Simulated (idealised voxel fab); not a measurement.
The name of this process module is voxel ribs on slabs.
Square cells of 5 nm make up the cross-section cut, whose width is 145 nm.
If you're reading a cross-section in this doc, picture square cells in a grid; it comes to you as bands, top ones listed first down to the bottom, and a band can be one or more rows of cells. This entry defines a band. It first specifies the height of the band's top and the height of its bottom in nm, and then specifies the band's materials from left to right, stating each material with its width in nm. The word "throughout" identifies a single material that fills the band from edge to edge, while the word "empty" identifies empty space. Convention: height 0 is the level below which the wafer, as received, is all one material. The lowest band does not terminate at the bottom but continues downward, represented as "z 0 and below". So if you see something like "30 to 40" for the width, read it as the top row of the band sitting at the first number and the bottom row at the second, with every row in between moving by the same amount as the last. For the purposes of this document, the phrase "remained unchanged" attached to a step denotes that no cell within the cross-section was modified by that step. Empty spaces without an open route to the top, at least 8 cells in extent, make up the entry "Closed internal cavities"; each is given as width x height at distance, where the distance is measured from the left edge, and all are in nm. after a step's settings: what the simulator itself notes on the step. What "overlay nm" on a step's line means: if the step has a mask, that mask lay this far to the right of its planned place, or, when the value is negative, to the left.

[Listed below are the process steps as planned]
- 1: RECEIVE (material Si)
- 2: DIRECTIONAL_DEP (material SiO2; thk nm 25)
- 3: DIRECTIONAL_DEP (material polySi; thk nm 15)
- 4: DIRECTIONAL_DEP (material aC; thk nm 15)
- 5: PATTERN (tone cover; mask id RIB; material resist; width nm 25; thk nm 35; overlay nm 0)
- 6: DIRECTIONAL_ETCH (etch materials aC; depth nm 15)
- 7: STRIP (etch materials resist)
- 8: DIRECTIONAL_ETCH (etch materials polySi; depth nm 10)
- 9: STRIP (etch materials aC)
- 10: DIRECTIONAL_DEP (material aC; thk nm 10)
- 11: PATTERN (tone cover; mask id SLAB; material resist; width nm 85; thk nm 25; overlay nm 0)
- 12: DIRECTIONAL_ETCH (etch materials aC; depth nm 10)
- 13: STRIP (etch materials resist)
- 14: DIRECTIONAL_ETCH (etch materials polySi; depth nm 5)
- 15: STRIP (etch materials aC)
- 16: FILL_DEP (material SiO2; thk nm 20)
- 17: CMP (height nm 50)
- 18: DIRECTIONAL_DEP (material W; thk nm 10)
- 19: PATTERN (tone cover; mask id HEATER; material resist; width nm 35; thk nm 15; overlay nm 0)
- 20: DIRECTIONAL_ETCH (etch materials W; depth nm 10)
- 21: STRIP (etch materials resist)
- 22: CONFORMAL_DEP (material SiN; thk nm 10)

[Here's what the wafer looked like in cross-section when it arrived - that's after step 1]
* z 0 and below: Si throughout
* Closed internal cavities: none

[End-of-module cross-section. Starting structure and process plan as above; one mistake made in running it]
* z 70 to 60: empty (55), SiN (55), empty (35)
* z 60 to 50: SiN (65), W (35), SiN (45)
* z 50 to 40: SiO2 throughout
* z 40 to 30: SiO2 (60), polySi (25), SiO2 (60)
* z 30 to 25: SiO2 (30), polySi (85), SiO2 (30)
* z 25 to 0: SiO2 throughout
* z 0 and below: Si throughout
* Closed internal cavities: none
What broke from the plan during processing? step 19 ran as: PATTERN (tone cover; mask id HEATER; material resist; width nm 35; thk nm 15; overlay nm 10)
